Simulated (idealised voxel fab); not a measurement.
process module | voxel self aligned contacts
cross-section cut | 160 nm wide | cells 5 nm
A cross-section is a grid of square cells, given in bands from the top down. A band is one or more rows of cells.
Each band's line starts with the height of the band's top and of its bottom, in nm. Then come its materials from left to right, each with its width in nm. One material with "throughout" fills the band from edge to edge. "air" is empty space.
Height 0 is the level under which the wafer as received is all one material. The lowest band goes on downwards, as in "0 down".
A width such as "30 to 40" changes by the same amount from each row of cells to the next, from the band's top row to its bottom row.
"no change" after a step means that no cell of the cross-section changed.
closed voids: empty space of 8 cells or more with no open way to the top, each as width x height at its distance from the left edge, in nm
after a step's settings: what the simulator itself notes on the step
overlay nm, on a step with a mask: how far to the right of its planned place the mask lay; to the left if negative
plan
1 op RECEIVE | material Si
2 op CONFORMAL_DEP | material SiO2 | thk nm 5
3 op DIRECTIONAL_DEP | material polySi | thk nm 30
4 op DIRECTIONAL_DEP | material SiN | thk nm 20
5 op MASKED_ETCH | tone cover | mask id GATE | width nm 30 | pitch nm 60 | etch materials SiN | depth nm 20 | overlay nm 0
6 op MASKED_ETCH | tone cover | mask id GATE | width nm 30 | pitch nm 60 | etch materials polySi | depth nm 30 | overlay nm 0
7 op CONFORMAL_DEP | material SiN | thk nm 5
8 op DIRECTIONAL_ETCH | etch materials SiN | depth nm 5
9 op FILL_DEP | material SiO2 | thk nm 20
10 op CMP | height nm 65
11 op DIRECTIONAL_DEP | material aC | thk nm 10
12 op PATTERN | tone open | mask id CONTACT | material resist | width nm 40 | thk nm 25 | overlay nm 0
13 op DIRECTIONAL_ETCH | etch materials aC | depth nm 10
14 op STRIP | etch materials resist
15 op DIRECTIONAL_ETCH | etch materials SiO2 | depth nm 65
16 op STRIP | etch materials aC
17 op CONFORMAL_DEP | material TiN | thk nm 5
18 op FILL_DEP | material Ru | thk nm 5
19 op CMP | height nm 65
20 op CONFORMAL_DEP | material SiCN | thk nm 5
first wafer, as planned
as received, after step 1
  0 down: Si throughout
  closed voids: none
after step 2
  5 to 0: SiO2 throughout
  below 0: unchanged
after step 3
  35 to 5: polySi throughout
  below 5: unchanged
after step 4
  55 to 35: SiN throughout
  below 35: unchanged
after step 5
  55 to 35: air 35 | SiN 30 | air 30 | SiN 30 | air 35
  below 35: unchanged
after step 6
  55 to 35: air 35 | SiN 30 | air 30 | SiN 30 | air 35
  35 to 5: air 35 | polySi 30 | air 30 | polySi 30 | air 35
  below 5: unchanged
after step 7
  60 to 35: air 30 | SiN 40 | air 20 | SiN 40 | air 30
  35 to 10: air 30 | SiN 5 | polySi 30 | SiN 5 | air 20 | SiN 5 | polySi 30 | SiN 5 | air 30
  10 to 5: SiN 35 | polySi 30 | SiN 30 | polySi 30 | SiN 35
  below 5: unchanged
after step 8
  55 to 35: air 30 | SiN 40 | air 20 | SiN 40 | air 30
  35 to 5: air 30 | SiN 5 | polySi 30 | SiN 5 | air 20 | SiN 5 | polySi 30 | SiN 5 | air 30
  below 5: unchanged
after step 9
  75 to 55: SiO2 throughout
  55 to 35: SiO2 30 | SiN 40 | SiO2 20 | SiN 40 | SiO2 30
  35 to 5: SiO2 30 | SiN 5 | polySi 30 | SiN 5 | SiO2 20 | SiN 5 | polySi 30 | SiN 5 | SiO2 30
  below 5: unchanged
after step 10
  65 to 55: SiO2 throughout
  below 55: unchanged
after step 11
  75 to 65: aC throughout
  below 65: unchanged
after step 12
  100 to 75: resist 60 | air 40 | resist 60
  below 75: unchanged
after step 13
  90 to 75: resist 60 | air 40 | resist 60
  75 to 65: aC 60 | air 40 | aC 60
  below 65: unchanged
after step 14
  75 to 65: aC 60 | air 40 | aC 60
  below 65: unchanged
after step 15
  75 to 65: aC 60 | air 40 | aC 60
  65 to 55: SiO2 60 | air 40 | SiO2 60
  55 to 35: SiO2 30 | SiN 40 | air 20 | SiN 40 | SiO2 30
  35 to 5: SiO2 30 | SiN 5 | polySi 30 | SiN 5 | air 20 | SiN 5 | polySi 30 | SiN 5 | SiO2 30
  5 to 0: SiO2 70 | air 20 | SiO2 70
  below 0: unchanged
after step 16
  65 to 55: SiO2 60 | air 40 | SiO2 60
  below 55: unchanged
after step 17
  70 to 65: TiN 65 | air 30 | TiN 65
  65 to 55: SiO2 60 | TiN 5 to 15 | air 30 to 10 | TiN 5 to 15 | SiO2 60
  55 to 35: SiO2 30 | SiN 40 | TiN 5 | air 10 | TiN 5 | SiN 40 | SiO2 30
  35 to 5: SiO2 30 | SiN 5 | polySi 30 | SiN 5 | TiN 5 | air 10 | TiN 5 | SiN 5 | polySi 30 | SiN 5 | SiO2 30
  5 to 0: SiO2 70 | TiN 20 | SiO2 70
  below 0: unchanged
after step 18
  75 to 70: Ru throughout
  70 to 65: TiN 65 | Ru 30 | TiN 65
  65 to 55: SiO2 60 | TiN 5 to 15 | Ru 30 to 10 | TiN 5 to 15 | SiO2 60
  55 to 35: SiO2 30 | SiN 40 | TiN 5 | Ru 10 | TiN 5 | SiN 40 | SiO2 30
  35 to 5: SiO2 30 | SiN 5 | polySi 30 | SiN 5 | TiN 5 | Ru 10 | TiN 5 | SiN 5 | polySi 30 | SiN 5 | SiO2 30
  below 5: unchanged
after step 19
  65 to 55: SiO2 60 | TiN 5 to 15 | Ru 30 to 10 | TiN 5 to 15 | SiO2 60
  below 55: unchanged
after step 20
  70 to 65: SiCN throughout
  below 65: unchanged
second wafer: like start, like plan, one mistake. Through step 16 it matches the first wafer
when step 17 should have ended
  70 to 65: SiN 65 | air 30 | SiN 65
  65 to 55: SiO2 60 | SiN 5 to 15 | air 30 to 10 | SiN 5 to 15 | SiO2 60
  55 to 35: SiO2 30 | SiN 45 | air 10 | SiN 45 | SiO2 30
  35 to 5: SiO2 30 | SiN 5 | polySi 30 | SiN 10 | air 10 | SiN 10 | polySi 30 | SiN 5 | SiO2 30
  5 to 0: SiO2 70 | SiN 20 | SiO2 70
  below 0: unchanged
when step 18 should have ended
  75 to 70: Ru throughout
  70 to 65: SiN 65 | Ru 30 | SiN 65
  65 to 55: SiO2 60 | SiN 5 to 15 | Ru 30 to 10 | SiN 5 to 15 | SiO2 60
  55 to 35: SiO2 30 | SiN 45 | Ru 10 | SiN 45 | SiO2 30
  35 to 5: SiO2 30 | SiN 5 | polySi 30 | SiN 10 | Ru 10 | SiN 10 | polySi 30 | SiN 5 | SiO2 30
  below 5: unchanged
when step 19 should have ended
  65 to 55: SiO2 60 | SiN 5 to 15 | Ru 30 to 10 | SiN 5 to 15 | SiO2 60
  below 55: unchanged
when step 20 should have ended
  70 to 65: SiCN throughout
  below 65: unchanged
what went wrong: step 17 ran as: op CONFORMAL_DEP | material SiN | thk nm 5
at the end the second wafer has, in cells: 32 more of SiN | 32 fewer of TiN
